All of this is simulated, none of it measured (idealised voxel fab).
Title: Process Module voxel self aligned contacts
It is cross-section cut that appears here, measuring 270 nm in width, its square cells being 5 nm in size.
Cross-section spec: square-cell grid; bands listed top down; each band is one or more rows. Heads up on the band format: heights come first, top then bottom, in nm. After that it's the materials left to right, each with its width in nm. A single material flagged "full width" fills the whole band edge to edge, and "air" means there's empty space there. Heads up on the height convention: 0 is the point under which the incoming wafer is all one material, and the lowest band has no bottom, it just keeps going down, like "z 0 and below". Top row gets the first number, bottom row gets the second, and each row in between changes by the same step: that is how a band width like "30..40" works. Step note "remained unchanged" = no cross-section cell changed. So "Closed void inventory" is basically the list of trapped voids: any empty space of 8 cells or more that can't reach the top through an opening. They're written width x height at distance, the distance being from the left edge, and it's all nm. Formally, on a step line, whatever follows the settings is a remark that the simulator itself makes on the step. A step's line can hold "overlay nm"; with a mask on that step, the setting says how far right of the planned place the mask lay, while a negative setting says it lay to the left.

LISTED BELOW ARE THE PROCESS STEPS AS PLANNED
step 1: RECEIVE, material Si
step 2: CONFORMAL_DEP, material SiO2, thk nm 5
step 3: DIRECTIONAL_DEP, material polySi, thk nm 25
step 4: DIRECTIONAL_DEP, material SiN, thk nm 20
step 5: MASKED_ETCH, tone cover, mask id GATE, width nm 25, pitch nm 65, etch materials SiN, depth nm 20, overlay nm 0
step 6: MASKED_ETCH, tone cover, mask id GATE, width nm 25, pitch nm 65, etch materials polySi, depth nm 25, overlay nm 0
step 7: CONFORMAL_DEP, material SiN, thk nm 10
step 8: DIRECTIONAL_ETCH, etch materials SiN, depth nm 10
step 9: FILL_DEP, material SiO2, thk nm 15
step 10: CMP, height nm 55
step 11: PATTERN, tone open, mask id CONTACT, material resist, width nm 40, pitch nm 65, thk nm 15, overlay nm 0
step 12: DIRECTIONAL_ETCH, etch materials SiO2, depth nm 55
step 13: STRIP, etch materials resist
step 14: CONFORMAL_DEP, material TiN, thk nm 5
step 15: FILL_DEP, material W, thk nm 5
step 16: CMP, height nm 55
step 17: CONFORMAL_DEP, material SiN, thk nm 5
The wafers are alike at the start. At step 11, their width nm differs. The plan lists the first wafer's value.

CROSS-SECTION OF THE FIRST OF SEVERAL RECEIVED WAFERS, SHOWING ITS STATE AFTER STEP 1
* z 0 and below = Si full width
* Closed void inventory: none

ONCE STEP 17, THE LAST STEP, IS COMPLETE, THE MODULE IS AT ITS END; THIS IS THE CROSS-SECTION OF THE FIRST OF SEVERAL WAFERS
* z 60 to 55 = SiN full width
* z 55 to 50 = 80 SiO2, then 15 TiN, then 10 W, then 15 TiN, then 25 SiO2, then 15 TiN, then 10 W, then 15 TiN, then 85 SiO2
* z 50 to 30 = 45 SiO2, then 45 SiN, then 5 TiN, then 10 W, then 5 TiN, then 45 SiN, then 5 TiN, then 10 W, then 5 TiN, then 45 SiN, then 50 SiO2
* z 30 to 5 = 45 SiO2, then 10 SiN, then 25 polySi, then 10 SiN, then 5 TiN, then 10 W, then 5 TiN, then 10 SiN, then 25 polySi, then 10 SiN, then 5 TiN, then 10 W, then 5 TiN, then 10 SiN, then 25 polySi, then 10 SiN, then 50 SiO2
* z 5 to 0 = 90 SiO2, then 20 TiN, then 45 SiO2, then 20 TiN, then 95 SiO2
* z 0 and below = Si full width
* Closed void inventory: none

OF THE SEVERAL WAFERS, THE LAST: CROSS-SECTION AT THE END OF THE MODULE
* z 60 to 55 = SiN full width
* z 55 to 50 = 75 SiO2, then 20 TiN, then 10 W, then 20 TiN, then 15 SiO2, then 20 TiN, then 10 W, then 20 TiN, then 80 SiO2
* z 50 to 30 = 45 SiO2, then 45 SiN, then 5 TiN, then 10 W, then 5 TiN, then 45 SiN, then 5 TiN, then 10 W, then 5 TiN, then 45 SiN, then 50 SiO2
* z 30 to 5 = 45 SiO2, then 10 SiN, then 25 polySi, then 10 SiN, then 5 TiN, then 10 W, then 5 TiN, then 10 SiN, then 25 polySi, then 10 SiN, then 5 TiN, then 10 W, then 5 TiN, then 10 SiN, then 25 polySi, then 10 SiN, then 50 SiO2
* z 5 to 0 = 90 SiO2, then 20 TiN, then 45 SiO2, then 20 TiN, then 95 SiO2
* z 0 and below = Si full width
* Closed void inventory: none

PER-WAFER ROWS BELOW. FOR EACH MATERIAL: CELLS GAINED (+) OR LOST (-) SINCE THE WAFER WAS RECEIVED, AS OF END OF MODULE. THEN: CLOSED VOIDS
width nm 40, +222 SiN, +255 SiO2, +56 TiN, +40 W, +75 polySi, Closed void inventory: none
width nm 45, +222 SiN, +253 SiO2, +58 TiN, +40 W, +75 polySi, Closed void inventory: none
width nm 50, +222 SiN, +251 SiO2, +60 TiN, +40 W, +75 polySi, Closed void inventory: none
